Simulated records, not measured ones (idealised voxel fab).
Herein follows the process module entitled voxel plated lines.
Shown is cross-section cut, with a width of 265 nm and square cells of size 5 nm.
Heads up, the way a cross-section reads in here is a grid of square cells, handed over as bands from the top down, with every band being one or more rows of cells.
The band entry comprises the height of the band's top followed by the height of its bottom, expressed in nm, and subsequently the band's materials from left to right, each stated together with its width in nm. Where a single material is marked with the word "everywhere", that material fills the band from edge to edge. The word "empty" represents empty space.
Counting heights begins at 0, where everything beneath is, in the wafer as received, one material. The lowest band has no bottom; it goes on downwards, as "z 0 and below" shows.
The notation "30 to 40" denotes a width that varies across the rows of cells in the band, beginning at the first number in the top row, finishing at the second number in the bottom row, and changing by an identical amount from each row to the next.
The designation "remained unchanged", where it is given for a processing step, indicates that no cell of the cross-section was altered in the course of that step.
What "Entrapped void list" gives you is every empty space of 8 cells or more that is cut off from the top. Each appears as width x height at distance, with the distance taken from the left edge and width, height and distance all in nm.
That trailing text on a step's line, after the settings, is the simulator's own remark on the step.
The optional step-line setting "overlay nm" applies to steps with a mask and quantifies how far to the right of its planned location the mask lay, a negative value indicating leftward placement.
-- The planned process steps are enumerated hereunder
1,RECEIVE,material Si
2,CONFORMAL_DEP,material Al2O3,thk nm 10
3,DIRECTIONAL_DEP,material TiN,thk nm 5
4,PATTERN,tone open,mask id LINES,material resist,width nm 15,pitch nm 35,thk nm 20,overlay nm 0
5,EPI,material Ru,thk nm 5
6,STRIP,etch materials resist
7,DIRECTIONAL_ETCH,etch materials TiN,depth nm 5
8,CONFORMAL_DEP,material SiN,thk nm 10
-- First of two wafers, processed according to plan
-- Wafer cross-section on receipt, i.e. after step 1
- z 0 and below: Si everywhere
- Entrapped void list: none
-- Step 2 done - wafer cross-section
- z 10 to 0: Al2O3 everywhere
- Below 0, no change.
-- Step 3 done - wafer cross-section
- z 15 to 10: TiN everywhere
- Below 10, no change.
-- Step 4 done - wafer cross-section
- z 35 to 15: 90 of resist | 15 of empty | 20 of resist | 15 of empty | 20 of resist | 15 of empty | 90 of resist
- Below 15, no change.
-- Step 5 done - wafer cross-section
- z 35 to 20: 90 of resist | 15 of empty | 20 of resist | 15 of empty | 20 of resist | 15 of empty | 90 of resist
- z 20 to 15: 90 of resist | 15 of Ru | 20 of resist | 15 of Ru | 20 of resist | 15 of Ru | 90 of resist
- Below 15, no change.
-- Step 6 done - wafer cross-section
- z 20 to 15: 90 of empty | 15 of Ru | 20 of empty | 15 of Ru | 20 of empty | 15 of Ru | 90 of empty
- Below 15, no change.
-- Step 7 done - wafer cross-section
- z 20 to 15: 90 of empty | 15 of Ru | 20 of empty | 15 of Ru | 20 of empty | 15 of Ru | 90 of empty
- z 15 to 10: 90 of empty | 15 of TiN | 20 of empty | 15 of TiN | 20 of empty | 15 of TiN | 90 of empty
- Below 10, no change.
-- Step 8 done - wafer cross-section
- z 30 to 20: 80 of empty | 105 of SiN | 80 of empty
- z 20 to 15: 90 of SiN | 15 of Ru | 20 of SiN | 15 of Ru | 20 of SiN | 15 of Ru | 90 of SiN
- z 15 to 10: 90 of SiN | 15 of TiN | 20 of SiN | 15 of TiN | 20 of SiN | 15 of TiN | 90 of SiN
- Below 10, no change.
-- Wafer two of the pair: same origin, same plan, one error during the run; identical to wafer one up to and including step 3
-- Second wafer, cross-section, planned end of step 4
- z 35 to 15: 90 of empty | 15 of resist | 20 of empty | 15 of resist | 20 of empty | 15 of resist | 90 of empty
- Below 15, no change.
-- Second wafer, cross-section, planned end of step 5
- z 35 to 20: 90 of empty | 15 of resist | 20 of empty | 15 of resist | 20 of empty | 15 of resist | 90 of empty
- z 20 to 15: 90 of Ru | 15 of resist | 20 of Ru | 15 of resist | 20 of Ru | 15 of resist | 90 of Ru
- Below 15, no change.
-- Second wafer, cross-section, planned end of step 6
- z 20 to 15: 90 of Ru | 15 of empty | 20 of Ru | 15 of empty | 20 of Ru | 15 of empty | 90 of Ru
- Below 15, no change.
-- Second wafer, cross-section, planned end of step 7
- z 20 to 15: 90 of Ru | 15 of empty | 20 of Ru | 15 of empty | 20 of Ru | 15 of empty | 90 of Ru
- z 15 to 10: 90 of TiN | 15 of empty | 20 of TiN | 15 of empty | 20 of TiN | 15 of empty | 90 of TiN
- Below 10, no change.
-- Second wafer, cross-section, planned end of step 8
- z 30 to 20: SiN everywhere
- z 20 to 15: 90 of Ru | 15 of SiN | 20 of Ru | 15 of SiN | 20 of Ru | 15 of SiN | 90 of Ru
- z 15 to 10: 90 of TiN | 15 of SiN | 20 of TiN | 15 of SiN | 20 of TiN | 15 of SiN | 90 of TiN
- Below 10, no change.
Plan not followed: for step 4, the planned setting was not used; the step was instead run as PATTERN,tone cover,mask id LINES,material resist,width nm 15,pitch nm 35,thk nm 20,overlay nm 0
Final tally in cells, some materials are higher or lower on the second wafer than on the first: +35 Ru; -6 SiN; +35 TiN
